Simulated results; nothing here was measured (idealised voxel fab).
Proc. module: voxel trench capacitor
cross-section cut | 190 nm wide | cells 5 nm
Bands, listed from the top down, are how a cross-section gets written in this document; the cross-section itself is a grid of square cells, and a band is one or more rows of them.
Top, bottom (nm), then materials left to right with widths (nm); lone material tagged "all across" fills the whole band edge to edge; "blank" = empty space.
Counting heights begins at 0, where everything beneath is, in the wafer as received, one material. The lowest band has no bottom; it goes on downwards, as "0 and below" shows.
Width spec "30->40" -> top row of cells at first value, bottom row at second value, equal per-row change in between.
Where a step carries "nothing was modified", the cross-section came out of it unchanged, cell for cell.
For the entry "Enclosed empty spaces", the listed items are empty spaces with no open way to the top whose size is 8 cells or more; each item follows the pattern width x height at distance, where distance is from the left edge and all three are in nm.
Post-settings text on a step line: simulator's own remark regarding the step.
What "overlay nm" on a step's line means: if the step has a mask, that mask lay this far to the right of its planned place, or, when the value is negative, to the left.

Planned step list for the process:
step 1: RECEIVE [material Si]
step 2: CONFORMAL_DEP [material SiN] [thk nm 5]
step 3: PATTERN [tone open] [mask id TRENCH] [material resist] [width nm 25] [pitch nm 55] [thk nm 20] [overlay nm 0]
step 4: DIRECTIONAL_ETCH [etch materials SiN] [depth nm 5]
step 5: DIRECTIONAL_ETCH [etch materials Si] [depth nm 35]
step 6: STRIP [etch materials resist]
step 7: CONFORMAL_DEP [material HfO2] [thk nm 5]
step 8: CONFORMAL_DEP [material TiN] [thk nm 5]
step 9: FILL_DEP [material W] [thk nm 5]
step 10: CMP [height nm 5]

Delivered wafer in cross-section: state after step 1:
    0 and below | Si all across
    Enclosed empty spaces: none

The cross-section shown corresponds to the wafer at the conclusion of the module. The initial structure and the process plan are those presented above; however, one mistake occurred in executing the plan:
    5 down to 0 | 50 SiN; 5 HfO2; 5 TiN; 5 W; 5 TiN; 5 HfO2; 30 SiN; 5 HfO2; 5 TiN; 5 W; 5 TiN; 5 HfO2; 60 SiN
    0 down to -25 | 50 Si; 5 HfO2; 5 TiN; 5 W; 5 TiN; 5 HfO2; 30 Si; 5 HfO2; 5 TiN; 5 W; 5 TiN; 5 HfO2; 60 Si
    -25 down to -30 | 50 Si; 5 HfO2; 15 TiN; 5 HfO2; 30 Si; 5 HfO2; 15 TiN; 5 HfO2; 60 Si
    -30 down to -35 | 50 Si; 25 HfO2; 30 Si; 25 HfO2; 60 Si
    -35 and below | Si all across
    Enclosed empty spaces: none
The mistake made against the process plan was this: planned and actual differ for step 3; actual: PATTERN [tone open] [mask id TRENCH] [material resist] [width nm 25] [pitch nm 55] [thk nm 20] [overlay nm -5]
